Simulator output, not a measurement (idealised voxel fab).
The process module that follows is named voxel capacitor over wiring.
Cross-sectional view cut (width: 200 nm; square cell size: 5 nm).
Heads up, the way a cross-section reads in here is a grid of square cells, handed over as bands from the top down, with every band being one or more rows of cells.
Per band: top height and bottom height in nm, followed by the left-to-right materials and their widths in nm; "edge to edge" marks a single material spanning edge to edge, "empty" marks empty space.
Heights from 0 (as-received wafer is one material below). Bottom band endless downward, as "0 and below".
When a width is written as two numbers, as in "30..40", the first number is the width in the top row of cells of the band and the second is the width in its bottom row, and the width changes by the same amount from each row to the next.
What does "no change occurred" mean for a step? It means no cell of the cross-section changed in that step.
Basically, "Sealed-off cavities" tells you about the enclosed voids: empty spaces with no open way to the top, 8 cells or bigger, each written width x height at distance, where distance is from the left edge, all in nm.
after a step's settings: what the simulator itself notes on the step
The optional step-line setting "overlay nm" applies to steps with a mask and quantifies how far to the right of its planned location the mask lay, a negative value indicating leftward placement.
Planned step list for the process:
- 1: RECEIVE: material Si
- 2: CONFORMAL_DEP: material SiO2, thk nm 15
- 3: DIRECTIONAL_DEP: material TiN, thk nm 5
- 4: DIRECTIONAL_DEP: material W, thk nm 25
- 5: DIRECTIONAL_DEP: material aC, thk nm 15
- 6: PATTERN: tone cover, mask id METAL_1, material resist, width nm 25, pitch nm 95, thk nm 30, overlay nm -15
- 7: DIRECTIONAL_ETCH: etch materials aC, depth nm 15
- 8: STRIP: etch materials resist
- 9: DIRECTIONAL_ETCH: etch materials W, depth nm 25
- 10: DIRECTIONAL_ETCH: etch materials TiN, depth nm 5
- 11: STRIP: etch materials aC
- 12: FILL_DEP: material SiO2, thk nm 10
- 13: CMP: height nm 45
- 14: CONFORMAL_DEP: material SiCN, thk nm 5
- 15: DIRECTIONAL_DEP: material lowk, thk nm 20
- 16: DIRECTIONAL_DEP: material aC, thk nm 15
- 17: PATTERN: tone open, mask id PLUG_1, material resist, width nm 15, thk nm 30, overlay nm 0
- 18: DIRECTIONAL_ETCH: etch materials aC, depth nm 15
- 19: STRIP: etch materials resist
- 20: DIRECTIONAL_ETCH: etch materials lowk, depth nm 20
- 21: DIRECTIONAL_ETCH: etch materials SiCN, depth nm 5
- 22: STRIP: etch materials aC
- 23: CONFORMAL_DEP: material TiN, thk nm 5
- 24: FILL_DEP: material Cu, thk nm 5
- 25: CMP: height nm 70
- 26: DIRECTIONAL_DEP: material TiN, thk nm 10
- 27: DIRECTIONAL_DEP: material HfO2, thk nm 5
- 28: DIRECTIONAL_DEP: material TiN, thk nm 5
- 29: MASKED_ETCH: tone cover, mask id UPPER_PLATE, width nm 75, etch materials TiN, depth nm 5, overlay nm 0
- 30: MASKED_ETCH: tone cover, mask id UPPER_PLATE, width nm 75, etch materials HfO2, depth nm 5, overlay nm 0
- 31: MASKED_ETCH: tone cover, mask id LOWER_PLATE, width nm 85, etch materials TiN, depth nm 10, overlay nm 0
- 32: FILL_DEP: material SiO2, thk nm 15
- 33: CMP: height nm 100
- 34: PATTERN: tone open, mask id PLUG_2, material resist, width nm 15, thk nm 20, overlay nm 0
- 35: DIRECTIONAL_ETCH: etch materials SiO2, depth nm 10
- 36: STRIP: etch materials resist
- 37: CONFORMAL_DEP: material TiN, thk nm 5
- 38: FILL_DEP: material W, thk nm 5
- 39: CMP: height nm 100
- 40: CONFORMAL_DEP: material SiN, thk nm 5
The value of overlay nm given for step 6 in the plan refers to the first wafer; the wafers vary in this setting and are alike at the start.
Cross-sectional view of the first of several wafers in the as-received condition, corresponding to the state following step 1:
> 0 and below | Si edge to edge
> Sealed-off cavities: none
Here's the first of several wafers in cross-section, end of the module, after the last step, step 40:
> 105 down to 100 | SiN edge to edge
> 100 down to 95 | 60 SiO2; 5 TiN; 5 W; 5 TiN; 125 SiO2
> 95 down to 85 | 60..50 SiO2; 15..75 TiN; 125..75 SiO2
> 85 down to 80 | 50 SiO2; 75 HfO2; 75 SiO2
> 80 down to 70 | 45 SiO2; 85 TiN; 70 SiO2
> 70 down to 50 | 50 lowk; 5 TiN; 5 Cu; 5 TiN; 135 lowk
> 50 down to 45 | 50 SiCN; 15 TiN; 135 SiCN
> 45 down to 20 | 25 SiO2; 25 W; 70 SiO2; 25 W; 55 SiO2
> 20 down to 15 | 25 SiO2; 25 TiN; 70 SiO2; 25 TiN; 55 SiO2
> 15 down to 0 | SiO2 edge to edge
> 0 and below | Si edge to edge
> Sealed-off cavities: none
Final wafer cross-section at module end:
> 105 down to 100 | SiN edge to edge
> 100 down to 95 | 60 SiO2; 5 TiN; 5 W; 5 TiN; 125 SiO2
> 95 down to 85 | 60..50 SiO2; 15..75 TiN; 125..75 SiO2
> 85 down to 80 | 50 SiO2; 75 HfO2; 75 SiO2
> 80 down to 70 | 45 SiO2; 85 TiN; 70 SiO2
> 70 down to 50 | 50 lowk; 5 TiN; 5 Cu; 5 TiN; 135 lowk
> 50 down to 45 | 50 SiCN; 15 TiN; 135 SiCN
> 45 down to 20 | 55 SiO2; 25 W; 70 SiO2; 25 W; 25 SiO2
> 20 down to 15 | 55 SiO2; 25 TiN; 70 SiO2; 25 TiN; 25 SiO2
> 15 down to 0 | SiO2 edge to edge
> 0 and below | Si edge to edge
> Sealed-off cavities: none
The table below has one row for each wafer; a row shows, as of the end of the module, how many cells of each material the wafer has gained, marked (+), or lost, marked (-), since it was received, and then the wafer's closed voids:
overlay nm -15, +4 Cu, +15 HfO2, +37 SiCN, +40 SiN, +470 SiO2, +75 TiN, +51 W, +148 lowk, Sealed-off cavities: none
overlay nm -10, +4 Cu, +15 HfO2, +37 SiCN, +40 SiN, +470 SiO2, +75 TiN, +51 W, +148 lowk, Sealed-off cavities: none
overlay nm -5, +4 Cu, +15 HfO2, +37 SiCN, +40 SiN, +470 SiO2, +75 TiN, +51 W, +148 lowk, Sealed-off cavities: none
overlay nm 0, +4 Cu, +15 HfO2, +37 SiCN, +40 SiN, +470 SiO2, +75 TiN, +51 W, +148 lowk, Sealed-off cavities: none
overlay nm 5, +4 Cu, +15 HfO2, +37 SiCN, +40 SiN, +470 SiO2, +75 TiN, +51 W, +148 lowk, Sealed-off cavities: none
overlay nm 10, +4 Cu, +15 HfO2, +37 SiCN, +40 SiN, +470 SiO2, +75 TiN, +51 W, +148 lowk, Sealed-off cavities: none
overlay nm 15, +4 Cu, +15 HfO2, +37 SiCN, +40 SiN, +470 SiO2, +75 TiN, +51 W, +148 lowk, Sealed-off cavities: none
